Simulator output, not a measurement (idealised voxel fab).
voxel ribs on slabs: a process module
For reference, the cross-section in this document is cut, with width 155 nm and square cells of 5 nm.
Each cross-section below is a grid of square cells, stated as bands in top-down order, with one or more rows of cells making up each band.
This entry defines a band. It first specifies the height of the band's top and the height of its bottom in nm, and then specifies the band's materials from left to right, stating each material with its width in nm. The word "edge to edge" identifies a single material that fills the band from edge to edge, while the word "blank" identifies empty space.
Convention: height 0 is the level below which the wafer, as received, is all one material. The lowest band does not terminate at the bottom but continues downward, represented as "0 nm and below".
The width entry "30 to 40" should be interpreted row by row: the top row of cells in the band takes the first number, the bottom row takes the second number, and the change between adjacent rows is uniform throughout.
"same as before", as given for a step, is the statement that not any cell of the cross-section underwent a change during that step.
What "Trapped void list" gives you is every empty space of 8 cells or more that is cut off from the top. Each appears as width x height at distance, with the distance taken from the left edge and width, height and distance all in nm.
Where a step's line continues beyond its settings, the continuation is a remark by the simulator itself on that step.
"overlay nm" denotes, for a step that has a mask, the displacement of the mask to the right of its planned place, with negative values corresponding to the left.

Listed below are the process steps as planned:
1: op RECEIVE | material Si
2: op DIRECTIONAL_DEP | material SiO2 | thk nm 20
3: op DIRECTIONAL_DEP | material polySi | thk nm 25
4: op MASKED_ETCH | tone cover | mask id RIB | width nm 30 | etch materials polySi | depth nm 20 | overlay nm 0
5: op DIRECTIONAL_DEP | material aC | thk nm 15
6: op PATTERN | tone cover | mask id SLAB | material resist | width nm 60 | thk nm 35 | overlay nm 0
7: op DIRECTIONAL_ETCH | etch materials aC | depth nm 15
8: op STRIP | etch materials resist
9: op DIRECTIONAL_ETCH | etch materials polySi | depth nm 5
10: op STRIP | etch materials aC
11: op FILL_DEP | material SiO2 | thk nm 20
12: op CMP | height nm 60
13: op DIRECTIONAL_DEP | material W | thk nm 10
14: op PATTERN | tone cover | mask id HEATER | material resist | width nm 40 | thk nm 15 | overlay nm 0
15: op DIRECTIONAL_ETCH | etch materials W | depth nm 10
16: op STRIP | etch materials resist
17: op CONFORMAL_DEP | material SiO2 | thk nm 10

Wafer at receipt (post step 1), cross-section:
    0 nm and below = Si edge to edge
    Trapped void list: none

Run as planned - first of the two wafers cross-sectioned at the end of the module:
    80 nm to 70 nm = 45 blank | 60 SiO2 | 50 blank
    70 nm to 60 nm = 55 SiO2 | 40 W | 60 SiO2
    60 nm to 45 nm = SiO2 edge to edge
    45 nm to 25 nm = 60 SiO2 | 30 polySi | 65 SiO2
    25 nm to 20 nm = 45 SiO2 | 60 polySi | 50 SiO2
    20 nm to 0 nm = SiO2 edge to edge
    0 nm and below = Si edge to edge
    Trapped void list: none

Cross-sectional view: second of two wafers, end of module; start and plan identical to the first, one mistake in running:
    85 nm to 75 nm = 40 blank | 70 SiO2 | 45 blank
    75 nm to 70 nm = SiO2 edge to edge
    70 nm to 60 nm = 55 SiO2 | 40 W | 60 SiO2
    60 nm to 45 nm = SiO2 edge to edge
    45 nm to 25 nm = 60 SiO2 | 30 polySi | 65 SiO2
    25 nm to 20 nm = 45 SiO2 | 60 polySi | 50 SiO2
    20 nm to 0 nm = SiO2 edge to edge
    0 nm and below = Si edge to edge
    Trapped void list: none
Run error: step 17 was not run as planned; what actually ran was op CONFORMAL_DEP | material SiO2 | thk nm 15
Heads up, by the end the second wafer has more or fewer cells of some materials compared to the first: SiO2 +35
